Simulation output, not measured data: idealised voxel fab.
process module | voxel self aligned contacts
cross-section cut | 265 nm wide | cells 5 nm
A cross-section is a grid of square cells, given in bands from the top down. A band is one or more rows of cells.
Each band's line starts with the height of the band's top and of its bottom, in nm. Then come its materials from left to right, each with its width in nm. One material with "throughout" fills the band from edge to edge. "air" is empty space.
Height 0 is the level under which the wafer as received is all one material. The lowest band goes on downwards, as in "0 down".
A width such as "30 to 40" changes by the same amount from each row of cells to the next, from the band's top row to its bottom row.
"no change" after a step means that no cell of the cross-section changed.
closed voids: empty space of 8 cells or more with no open way to the top, each as width x height at its distance from the left edge, in nm
after a step's settings: what the simulator itself notes on the step
overlay nm, on a step with a mask: how far to the right of its planned place the mask lay; to the left if negative
plan
1 op RECEIVE | material Si
2 op OXIDIZE | depth nm 5
3 op DIRECTIONAL_DEP | material polySi | thk nm 30
4 op DIRECTIONAL_DEP | material SiN | thk nm 15
5 op PATTERN | tone cover | mask id GATE | material resist | width nm 25 | pitch nm 60 | thk nm 20 | overlay nm 0
6 op DIRECTIONAL_ETCH | etch materials SiN | depth nm 15
7 op DIRECTIONAL_ETCH | etch materials polySi | depth nm 30
8 op STRIP | etch materials resist
9 op CONFORMAL_DEP | material SiN | thk nm 5
10 op DIRECTIONAL_ETCH | etch materials SiN | depth nm 5
11 op FILL_DEP | material SiO2 | thk nm 15
12 op CMP | height nm 55
13 op MASKED_ETCH | tone open | mask id CONTACT | width nm 45 | pitch nm 60 | etch materials SiO2 | depth nm 60 | overlay nm 0
14 op CONFORMAL_DEP | material TiN | thk nm 5
15 op FILL_DEP | material Ru | thk nm 5
16 op CMP | height nm 55
17 op CONFORMAL_DEP | material SiCN | thk nm 5
first wafer, as planned
as received, after step 1
  0 down: Si throughout
  closed voids: none
after step 2
  0 to -5: SiO2 throughout
  below -5: unchanged
after step 3
  30 to 0: polySi throughout
  below 0: unchanged
after step 4
  45 to 30: SiN throughout
  below 30: unchanged
after step 5
  65 to 45: air 60 | resist 25 | air 35 | resist 25 | air 35 | resist 25 | air 60
  below 45: unchanged
after step 6
  65 to 45: air 60 | resist 25 | air 35 | resist 25 | air 35 | resist 25 | air 60
  45 to 30: air 60 | SiN 25 | air 35 | SiN 25 | air 35 | SiN 25 | air 60
  below 30: unchanged
after step 7
  65 to 45: air 60 | resist 25 | air 35 | resist 25 | air 35 | resist 25 | air 60
  45 to 30: air 60 | SiN 25 | air 35 | SiN 25 | air 35 | SiN 25 | air 60
  30 to 0: air 60 | polySi 25 | air 35 | polySi 25 | air 35 | polySi 25 | air 60
  below 0: unchanged
after step 8
  45 to 30: air 60 | SiN 25 | air 35 | SiN 25 | air 35 | SiN 25 | air 60
  below 30: unchanged
after step 9
  50 to 30: air 55 | SiN 35 | air 25 | SiN 35 | air 25 | SiN 35 | air 55
  30 to 5: air 55 | SiN 5 | polySi 25 | SiN 5 | air 25 | SiN 5 | polySi 25 | SiN 5 | air 25 | SiN 5 | polySi 25 | SiN 5 | air 55
  5 to 0: SiN 60 | polySi 25 | SiN 35 | polySi 25 | SiN 35 | polySi 25 | SiN 60
  below 0: unchanged
after step 10
  45 to 30: air 55 | SiN 35 | air 25 | SiN 35 | air 25 | SiN 35 | air 55
  30 to 0: air 55 | SiN 5 | polySi 25 | SiN 5 | air 25 | SiN 5 | polySi 25 | SiN 5 | air 25 | SiN 5 | polySi 25 | SiN 5 | air 55
  below 0: unchanged
after step 11
  60 to 45: SiO2 throughout
  45 to 30: SiO2 55 | SiN 35 | SiO2 25 | SiN 35 | SiO2 25 | SiN 35 | SiO2 55
  30 to 0: SiO2 55 | SiN 5 | polySi 25 | SiN 5 | SiO2 25 | SiN 5 | polySi 25 | SiN 5 | SiO2 25 | SiN 5 | polySi 25 | SiN 5 | SiO2 55
  below 0: unchanged
after step 12
  55 to 45: SiO2 throughout
  below 45: unchanged
after step 13
  55 to 45: SiO2 80 | air 45 | SiO2 15 | air 45 | SiO2 80
  45 to 30: SiO2 55 | SiN 35 | air 25 | SiN 35 | air 25 | SiN 35 | SiO2 55
  30 to 0: SiO2 55 | SiN 5 | polySi 25 | SiN 5 | air 25 | SiN 5 | polySi 25 | SiN 5 | air 25 | SiN 5 | polySi 25 | SiN 5 | SiO2 55
  0 to -5: SiO2 90 | air 25 | SiO2 35 | air 25 | SiO2 90
  below -5: unchanged
after step 14
  60 to 55: TiN 85 | air 35 | TiN 25 | air 35 | TiN 85
  55 to 45: SiO2 80 | TiN 5 to 15 | air 35 to 15 | TiN 5 to 15 | SiO2 15 | TiN 5 to 15 | air 35 to 15 | TiN 5 to 15 | SiO2 80
  45 to 30: SiO2 55 | SiN 35 | TiN 5 | air 15 | TiN 5 | SiN 35 | TiN 5 | air 15 | TiN 5 | SiN 35 | SiO2 55
  30 to 0: SiO2 55 | SiN 5 | polySi 25 | SiN 5 | TiN 5 | air 15 | TiN 5 | SiN 5 | polySi 25 | SiN 5 | TiN 5 | air 15 | TiN 5 | SiN 5 | polySi 25 | SiN 5 | SiO2 55
  0 to -5: SiO2 90 | TiN 25 | SiO2 35 | TiN 25 | SiO2 90
  below -5: unchanged
after step 15
  65 to 60: Ru throughout
  60 to 55: TiN 85 | Ru 35 | TiN 25 | Ru 35 | TiN 85
  55 to 45: SiO2 80 | TiN 5 to 15 | Ru 35 to 15 | TiN 5 to 15 | SiO2 15 | TiN 5 to 15 | Ru 35 to 15 | TiN 5 to 15 | SiO2 80
  45 to 30: SiO2 55 | SiN 35 | TiN 5 | Ru 15 | TiN 5 | SiN 35 | TiN 5 | Ru 15 | TiN 5 | SiN 35 | SiO2 55
  30 to 0: SiO2 55 | SiN 5 | polySi 25 | SiN 5 | TiN 5 | Ru 15 | TiN 5 | SiN 5 | polySi 25 | SiN 5 | TiN 5 | Ru 15 | TiN 5 | SiN 5 | polySi 25 | SiN 5 | SiO2 55
  below 0: unchanged
after step 16
  55 to 45: SiO2 80 | TiN 5 to 15 | Ru 35 to 15 | TiN 5 to 15 | SiO2 15 | TiN 5 to 15 | Ru 35 to 15 | TiN 5 to 15 | SiO2 80
  below 45: unchanged
after step 17
  60 to 55: SiCN throughout
  below 55: unchanged
second wafer: like start, like plan, one mistake. Through step 13 it matches the first wafer
when step 14 should have ended
  60 to 50: SiO2 85 | air 35 | SiO2 25 | air 35 | SiO2 85
  50 to 45: SiO2 95 | air 15 | SiO2 45 | air 15 | SiO2 95
  45 to 30: SiO2 55 | SiN 35 | SiO2 5 | air 15 | SiO2 5 | SiN 35 | SiO2 5 | air 15 | SiO2 5 | SiN 35 | SiO2 55
  30 to 0: SiO2 55 | SiN 5 | polySi 25 | SiN 5 | SiO2 5 | air 15 | SiO2 5 | SiN 5 | polySi 25 | SiN 5 | SiO2 5 | air 15 | SiO2 5 | SiN 5 | polySi 25 | SiN 5 | SiO2 55
  0 to -5: SiO2 throughout
  below -5: unchanged
when step 15 should have ended
  65 to 60: Ru throughout
  60 to 50: SiO2 85 | Ru 35 | SiO2 25 | Ru 35 | SiO2 85
  50 to 45: SiO2 95 | Ru 15 | SiO2 45 | Ru 15 | SiO2 95
  45 to 30: SiO2 55 | SiN 35 | SiO2 5 | Ru 15 | SiO2 5 | SiN 35 | SiO2 5 | Ru 15 | SiO2 5 | SiN 35 | SiO2 55
  30 to 0: SiO2 55 | SiN 5 | polySi 25 | SiN 5 | SiO2 5 | Ru 15 | SiO2 5 | SiN 5 | polySi 25 | SiN 5 | SiO2 5 | Ru 15 | SiO2 5 | SiN 5 | polySi 25 | SiN 5 | SiO2 55
  below 0: unchanged
when step 16 should have ended
  55 to 45: SiO2 85 to 95 | Ru 35 to 15 | SiO2 25 to 45 | Ru 35 to 15 | SiO2 85 to 95
  below 45: unchanged
when step 17 should have ended
  60 to 55: SiCN throughout
  below 55: unchanged
what went wrong: step 14 ran as: op CONFORMAL_DEP | material SiO2 | thk nm 5
at the end the second wafer has, in cells: 62 more of SiO2 | 62 fewer of TiN
